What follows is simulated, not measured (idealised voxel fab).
Presented below is a process module, voxel wiring stack.
The cross-section on display is named cut; it measures 280 nm wide, and its cells are 5 nm squares.
How to read a cross-section here: the picture is a grid of square cells, written as bands going from the top down, and any band can span one or more rows of cells.
Heights first: top, then bottom, in nm. Then materials, left to right, each with a width in nm. "throughout" on a single material: fills the band edge to edge. "air": empty space.
We count height from 0. Below that, the starting wafer is all one material. The lowest band never ends at the bottom but goes on down; see "0..down" for how that is written.
Top row gets the first number, bottom row gets the second, and each row in between changes by the same step: that is how a band width like "30->40" works.
Reading "remains unaltered" for a step: not a cell of the cross-section changed in it.
Empty spaces without an open route to the top, at least 8 cells in extent, make up the entry "Voids, enclosed"; each is given as width x height at distance, where the distance is measured from the left edge, and all are in nm.
Past the settings on a step's line: simulator remark, on that step.
A step line may carry the setting "overlay nm", which, for steps involving a mask, states the distance by which the mask lay to the right of its intended position; negative values denote displacement to the left.

Intended process steps:
1: RECEIVE [material Si]
2: CONFORMAL_DEP [material SiO2] [thk nm 10]
3: DIRECTIONAL_DEP [material TiN] [thk nm 5]
4: DIRECTIONAL_DEP [material W] [thk nm 15]
5: MASKED_ETCH [tone cover] [mask id METAL_1] [width nm 20] [pitch nm 40] [etch materials W] [depth nm 15] [overlay nm 0]
6: MASKED_ETCH [tone cover] [mask id METAL_1] [width nm 20] [pitch nm 40] [etch materials TiN] [depth nm 5] [overlay nm 0]
7: CONFORMAL_DEP [material SiCN] [thk nm 5]
8: FILL_DEP [material lowk] [thk nm 5]
9: CMP [height nm 30]
10: CONFORMAL_DEP [material SiCN] [thk nm 5]
11: DIRECTIONAL_DEP [material lowk] [thk nm 25]
12: DIRECTIONAL_DEP [material aC] [thk nm 10]
13: PATTERN [tone open] [mask id METAL_2_HOLES] [material resist] [width nm 15] [pitch nm 80] [thk nm 30] [overlay nm 0]
14: DIRECTIONAL_ETCH [etch materials aC] [depth nm 10]
15: STRIP [etch materials resist]
16: DIRECTIONAL_ETCH [etch materials lowk] [depth nm 25]
17: STRIP [etch materials aC]
18: PATTERN [tone open] [mask id METAL_2] [material resist] [width nm 20] [pitch nm 40] [thk nm 15] [overlay nm 0]
19: DIRECTIONAL_ETCH [etch materials lowk] [depth nm 15]
20: DIRECTIONAL_ETCH [etch materials SiCN] [depth nm 5]
21: STRIP [etch materials resist]
22: CONFORMAL_DEP [material TiN] [thk nm 5]
23: FILL_DEP [material Ru] [thk nm 10]
24: CMP [height nm 60]
25: CONFORMAL_DEP [material SiCN] [thk nm 5]

Account of the first of two wafers, which was processed as intended:

Cross-section: wafer on arrival = after step 1:
> 0..down | Si throughout
> Voids, enclosed: none

Cross-section: wafer state after step 2:
> 10..0 | SiO2 throughout
> Anything lower than 0 is untouched.

Cross-section: wafer state after step 3:
> 15..10 | TiN throughout
> Anything lower than 10 is untouched.

Cross-section: wafer state after step 4:
> 30..15 | W throughout
> Anything lower than 15 is untouched.

Cross-section: wafer state after step 5:
> 30..15 | air=70; W=20; air=20; W=20; air=20; W=20; air=20; W=20; air=70
> Anything lower than 15 is untouched.

Cross-section: wafer state after step 6:
> 30..15 | air=70; W=20; air=20; W=20; air=20; W=20; air=20; W=20; air=70
> 15..10 | air=70; TiN=20; air=20; TiN=20; air=20; TiN=20; air=20; TiN=20; air=70
> Anything lower than 10 is untouched.

Cross-section: wafer state after step 7:
> 35..30 | air=65; SiCN=30; air=10; SiCN=30; air=10; SiCN=30; air=10; SiCN=30; air=65
> 30..15 | air=65; SiCN=5; W=20; SiCN=5; air=10; SiCN=5; W=20; SiCN=5; air=10; SiCN=5; W=20; SiCN=5; air=10; SiCN=5; W=20; SiCN=5; air=65
> 15..10 | SiCN=70; TiN=20; SiCN=20; TiN=20; SiCN=20; TiN=20; SiCN=20; TiN=20; SiCN=70
> Anything lower than 10 is untouched.

Cross-section: wafer state after step 8:
> 40..35 | lowk throughout
> 35..30 | lowk=65; SiCN=30; lowk=10; SiCN=30; lowk=10; SiCN=30; lowk=10; SiCN=30; lowk=65
> 30..15 | lowk=65; SiCN=5; W=20; SiCN=5; lowk=10; SiCN=5; W=20; SiCN=5; lowk=10; SiCN=5; W=20; SiCN=5; lowk=10; SiCN=5; W=20; SiCN=5; lowk=65
> Anything lower than 15 is untouched.

Cross-section: wafer state after step 9:
> 30..15 | lowk=65; SiCN=5; W=20; SiCN=5; lowk=10; SiCN=5; W=20; SiCN=5; lowk=10; SiCN=5; W=20; SiCN=5; lowk=10; SiCN=5; W=20; SiCN=5; lowk=65
> Anything lower than 15 is untouched.

Cross-section: wafer state after step 10:
> 35..30 | SiCN throughout
> Anything lower than 30 is untouched.

Cross-section: wafer state after step 11:
> 60..35 | lowk throughout
> Anything lower than 35 is untouched.

Cross-section: wafer state after step 12:
> 70..60 | aC throughout
> Anything lower than 60 is untouched.

Cross-section: wafer state after step 13:
> 100..70 | resist=70; air=15; resist=65; air=15; resist=115
> Anything lower than 70 is untouched.

Cross-section: wafer state after step 14:
> 90..70 | resist=70; air=15; resist=65; air=15; resist=115
> 70..60 | aC=70; air=15; aC=65; air=15; aC=115
> Anything lower than 60 is untouched.

Cross-section: wafer state after step 15:
> 70..60 | aC=70; air=15; aC=65; air=15; aC=115
> Anything lower than 60 is untouched.

Cross-section: wafer state after step 16:
> 70..60 | aC=70; air=15; aC=65; air=15; aC=115
> 60..35 | lowk=70; air=15; lowk=65; air=15; lowk=115
> Anything lower than 35 is untouched.

Cross-section: wafer state after step 17:
> 60..35 | lowk=70; air=15; lowk=65; air=15; lowk=115
> Anything lower than 35 is untouched.

Cross-section: wafer state after step 18:
> 75..60 | resist=70; air=20; resist=20; air=20; resist=20; air=20; resist=20; air=20; resist=70
> Anything lower than 60 is untouched.

Cross-section: wafer state after step 19:
> 75..60 | resist=70; air=20; resist=20; air=20; resist=20; air=20; resist=20; air=20; resist=70
> 60..45 | lowk=70; air=20; lowk=20; air=20; lowk=20; air=20; lowk=20; air=20; lowk=70
> Anything lower than 45 is untouched.

Cross-section: wafer state after step 20:
> 75..60 | resist=70; air=20; resist=20; air=20; resist=20; air=20; resist=20; air=20; resist=70
> 60..45 | lowk=70; air=20; lowk=20; air=20; lowk=20; air=20; lowk=20; air=20; lowk=70
> 45..35 | lowk=70; air=15; lowk=65; air=15; lowk=115
> 35..30 | SiCN=70; air=15; SiCN=65; air=15; SiCN=115
> Anything lower than 30 is untouched.

Cross-section: wafer state after step 21:
> 60..45 | lowk=70; air=20; lowk=20; air=20; lowk=20; air=20; lowk=20; air=20; lowk=70
> Anything lower than 45 is untouched.

Cross-section: wafer state after step 22:
> 65..60 | TiN=75; air=10; TiN=30; air=10; TiN=30; air=10; TiN=30; air=10; TiN=75
> 60..50 | lowk=70; TiN=5; air=10; TiN=5; lowk=20; TiN=5; air=10; TiN=5; lowk=20; TiN=5; air=10; TiN=5; lowk=20; TiN=5; air=10; TiN=5; lowk=70
> 50..45 | lowk=70; TiN=5; air=5; TiN=10; lowk=20; TiN=20; lowk=20; TiN=5; air=5; TiN=10; lowk=20; TiN=20; lowk=70
> 45..35 | lowk=70; TiN=5; air=5; TiN=5; lowk=65; TiN=5; air=5; TiN=5; lowk=115
> 35..30 | SiCN=70; TiN=15; SiCN=65; TiN=15; SiCN=115
> Anything lower than 30 is untouched.

Cross-section: wafer state after step 23:
> 75..65 | Ru throughout
> 65..60 | TiN=75; Ru=10; TiN=30; Ru=10; TiN=30; Ru=10; TiN=30; Ru=10; TiN=75
> 60..50 | lowk=70; TiN=5; Ru=10; TiN=5; lowk=20; TiN=5; Ru=10; TiN=5; lowk=20; TiN=5; Ru=10; TiN=5; lowk=20; TiN=5; Ru=10; TiN=5; lowk=70
> 50..45 | lowk=70; TiN=5; Ru=5; TiN=10; lowk=20; TiN=20; lowk=20; TiN=5; Ru=5; TiN=10; lowk=20; TiN=20; lowk=70
> 45..35 | lowk=70; TiN=5; Ru=5; TiN=5; lowk=65; TiN=5; Ru=5; TiN=5; lowk=115
> Anything lower than 35 is untouched.

Cross-section: wafer state after step 24:
> 60..50 | lowk=70; TiN=5; Ru=10; TiN=5; lowk=20; TiN=5; Ru=10; TiN=5; lowk=20; TiN=5; Ru=10; TiN=5; lowk=20; TiN=5; Ru=10; TiN=5; lowk=70
> Anything lower than 50 is untouched.

Cross-section: wafer state after step 25:
> 65..60 | SiCN throughout
> Anything lower than 60 is untouched.

The second wafer was prepared from the same starting point and under the same plan as the first; its processing contained one mistake, and it remains indistinguishable from the first wafer up to and including step 2:

Cross-section, second wafer, at the end time the plan gives for step 3: remains unaltered

Cross-section, second wafer, at the end time the plan gives for step 4:
> 25..10 | W throughout
> Anything lower than 10 is untouched.

Cross-section, second wafer, at the end time the plan gives for step 5:
> 25..10 | air=70; W=20; air=20; W=20; air=20; W=20; air=20; W=20; air=70
> Anything lower than 10 is untouched.

Cross-section, second wafer, at the end time the plan gives for step 6: remains unaltered

Cross-section, second wafer, at the end time the plan gives for step 7:
> 30..25 | air=65; SiCN=30; air=10; SiCN=30; air=10; SiCN=30; air=10; SiCN=30; air=65
> 25..15 | air=65; SiCN=5; W=20; SiCN=5; air=10; SiCN=5; W=20; SiCN=5; air=10; SiCN=5; W=20; SiCN=5; air=10; SiCN=5; W=20; SiCN=5; air=65
> 15..10 | SiCN=70; W=20; SiCN=20; W=20; SiCN=20; W=20; SiCN=20; W=20; SiCN=70
> Anything lower than 10 is untouched.

Cross-section, second wafer, at the end time the plan gives for step 8:
> 35..30 | lowk throughout
> 30..25 | lowk=65; SiCN=30; lowk=10; SiCN=30; lowk=10; SiCN=30; lowk=10; SiCN=30; lowk=65
> 25..15 | lowk=65; SiCN=5; W=20; SiCN=5; lowk=10; SiCN=5; W=20; SiCN=5; lowk=10; SiCN=5; W=20; SiCN=5; lowk=10; SiCN=5; W=20; SiCN=5; lowk=65
> Anything lower than 15 is untouched.

Cross-section, second wafer, at the end time the plan gives for step 9:
> 30..25 | lowk=65; SiCN=30; lowk=10; SiCN=30; lowk=10; SiCN=30; lowk=10; SiCN=30; lowk=65
> Anything lower than 25 is untouched.

Cross-section, second wafer, at the end time the plan gives for step 10:
> 35..30 | SiCN throughout
> Anything lower than 30 is untouched.

Cross-section, second wafer, at the end time the plan gives for step 11:
> 60..35 | lowk throughout
> Anything lower than 35 is untouched.

Cross-section, second wafer, at the end time the plan gives for step 12:
> 70..60 | aC throughout
> Anything lower than 60 is untouched.

Cross-section, second wafer, at the end time the plan gives for step 13:
> 100..70 | resist=70; air=15; resist=65; air=15; resist=115
> Anything lower than 70 is untouched.

Cross-section, second wafer, at the end time the plan gives for step 14:
> 90..70 | resist=70; air=15; resist=65; air=15; resist=115
> 70..60 | aC=70; air=15; aC=65; air=15; aC=115
> Anything lower than 60 is untouched.

Cross-section, second wafer, at the end time the plan gives for step 15:
> 70..60 | aC=70; air=15; aC=65; air=15; aC=115
> Anything lower than 60 is untouched.

Cross-section, second wafer, at the end time the plan gives for step 16:
> 70..60 | aC=70; air=15; aC=65; air=15; aC=115
> 60..35 | lowk=70; air=15; lowk=65; air=15; lowk=115
> Anything lower than 35 is untouched.

Cross-section, second wafer, at the end time the plan gives for step 17:
> 60..35 | lowk=70; air=15; lowk=65; air=15; lowk=115
> Anything lower than 35 is untouched.

Cross-section, second wafer, at the end time the plan gives for step 18:
> 75..60 | resist=70; air=20; resist=20; air=20; resist=20; air=20; resist=20; air=20; resist=70
> Anything lower than 60 is untouched.

Cross-section, second wafer, at the end time the plan gives for step 19:
> 75..60 | resist=70; air=20; resist=20; air=20; resist=20; air=20; resist=20; air=20; resist=70
> 60..45 | lowk=70; air=20; lowk=20; air=20; lowk=20; air=20; lowk=20; air=20; lowk=70
> Anything lower than 45 is untouched.

Cross-section, second wafer, at the end time the plan gives for step 20:
> 75..60 | resist=70; air=20; resist=20; air=20; resist=20; air=20; resist=20; air=20; resist=70
> 60..45 | lowk=70; air=20; lowk=20; air=20; lowk=20; air=20; lowk=20; air=20; lowk=70
> 45..35 | lowk=70; air=15; lowk=65; air=15; lowk=115
> 35..30 | SiCN=70; air=15; SiCN=65; air=15; SiCN=115
> Anything lower than 30 is untouched.

Cross-section, second wafer, at the end time the plan gives for step 21:
> 60..45 | lowk=70; air=20; lowk=20; air=20; lowk=20; air=20; lowk=20; air=20; lowk=70
> Anything lower than 45 is untouched.

Cross-section, second wafer, at the end time the plan gives for step 22:
> 65..60 | TiN=75; air=10; TiN=30; air=10; TiN=30; air=10; TiN=30; air=10; TiN=75
> 60..50 | lowk=70; TiN=5; air=10; TiN=5; lowk=20; TiN=5; air=10; TiN=5; lowk=20; TiN=5; air=10; TiN=5; lowk=20; TiN=5; air=10; TiN=5; lowk=70
> 50..45 | lowk=70; TiN=5; air=5; TiN=10; lowk=20; TiN=20; lowk=20; TiN=5; air=5; TiN=10; lowk=20; TiN=20; lowk=70
> 45..35 | lowk=70; TiN=5; air=5; TiN=5; lowk=65; TiN=5; air=5; TiN=5; lowk=115
> 35..30 | SiCN=70; TiN=15; SiCN=65; TiN=15; SiCN=115
> Anything lower than 30 is untouched.

Cross-section, second wafer, at the end time the plan gives for step 23:
> 75..65 | Ru throughout
> 65..60 | TiN=75; Ru=10; TiN=30; Ru=10; TiN=30; Ru=10; TiN=30; Ru=10; TiN=75
> 60..50 | lowk=70; TiN=5; Ru=10; TiN=5; lowk=20; TiN=5; Ru=10; TiN=5; lowk=20; TiN=5; Ru=10; TiN=5; lowk=20; TiN=5; Ru=10; TiN=5; lowk=70
> 50..45 | lowk=70; TiN=5; Ru=5; TiN=10; lowk=20; TiN=20; lowk=20; TiN=5; Ru=5; TiN=10; lowk=20; TiN=20; lowk=70
> 45..35 | lowk=70; TiN=5; Ru=5; TiN=5; lowk=65; TiN=5; Ru=5; TiN=5; lowk=115
> Anything lower than 35 is untouched.

Cross-section, second wafer, at the end time the plan gives for step 24:
> 60..50 | lowk=70; TiN=5; Ru=10; TiN=5; lowk=20; TiN=5; Ru=10; TiN=5; lowk=20; TiN=5; Ru=10; TiN=5; lowk=20; TiN=5; Ru=10; TiN=5; lowk=70
> Anything lower than 50 is untouched.

Cross-section, second wafer, at the end time the plan gives for step 25:
> 65..60 | SiCN throughout
> Anything lower than 60 is untouched.
Heads up, the wafer didn't run the way we planned it: step 3 of the plan was jumped over and never run
Per the end-of-run cell counts, the second wafer holds more or fewer of some materials than the first: 16 more of SiCN; 16 fewer of TiN
